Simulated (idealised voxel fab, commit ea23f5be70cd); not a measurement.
Process module under the name voxel lift off
We display cut, a cross-section 220 nm in width whose square cells are each 5 nm.
Bands, listed from the top down, are how a cross-section gets written in this document; the cross-section itself is a grid of square cells, and a band is one or more rows of them. Within each band entry, the heights of the top and of the bottom of the band appear first, in that order and in nm; the materials of the band then follow from left to right, each with its corresponding width in nm. The designation "full width" on a single material indicates that it fills the band from edge to edge; the designation "blank" indicates empty space. Beneath 0, the wafer as received is one material, and that level is where height counting begins. The lowest band goes on downward without a bottom; it is written like "0 -> down". A width given as "30..40" starts at the first number in the band's top row and ends at the second number in its bottom row, shifting by an equal amount at every step from row to row. "no modification" -> step changed no cross-section cell. Closed-off voids of 8+ cells (no open route to the top) go in "Unvented internal voids", written width x height at distance from the left edge, in nm. That trailing text on a step's line, after the settings, is the simulator's own remark on the step. Steps that use a mask can have "overlay nm" on their line. It says how far the mask sat to the right of where it was meant to be. Negative means to the left.
### Process steps (planned)
step 1: RECEIVE [material Si]
step 2: CONFORMAL_DEP [material SiN] [thk nm 5]
step 3: PATTERN [tone open] [mask id LINES] [material resist] [width nm 25] [pitch nm 50] [thk nm 20] [overlay nm 0]
step 4: DIRECTIONAL_DEP [material Ru] [thk nm 10]
step 5: STRIP [etch materials resist]
step 6: CONFORMAL_DEP [material SiCN] [thk nm 10]
### Cross-section of the wafer at receipt, which is the condition after step 1
- 0 -> down = Si full width
- Unvented internal voids: none
### The following cross-section depicts the wafer upon conclusion of the module. Processing commenced from the starting condition illustrated above and adhered to the plan illustrated above, save for one mistake in execution
- 25 -> 15 = blank 10 nm, SiCN 45 nm, blank 5 nm, SiCN 45 nm, blank 5 nm, SiCN 45 nm, blank 5 nm, SiCN 45 nm, blank 15 nm
- 15 -> 5 = SiCN 20 nm, SiN 25 nm, SiCN 25 nm, SiN 25 nm, SiCN 25 nm, SiN 25 nm, SiCN 25 nm, SiN 25 nm, SiCN 25 nm
- 5 -> 0 = SiN full width
- 0 -> down = Si full width
- Unvented internal voids: none
Diagnosis: step 4 off recipe, ran as DIRECTIONAL_DEP [material SiN] [thk nm 10]
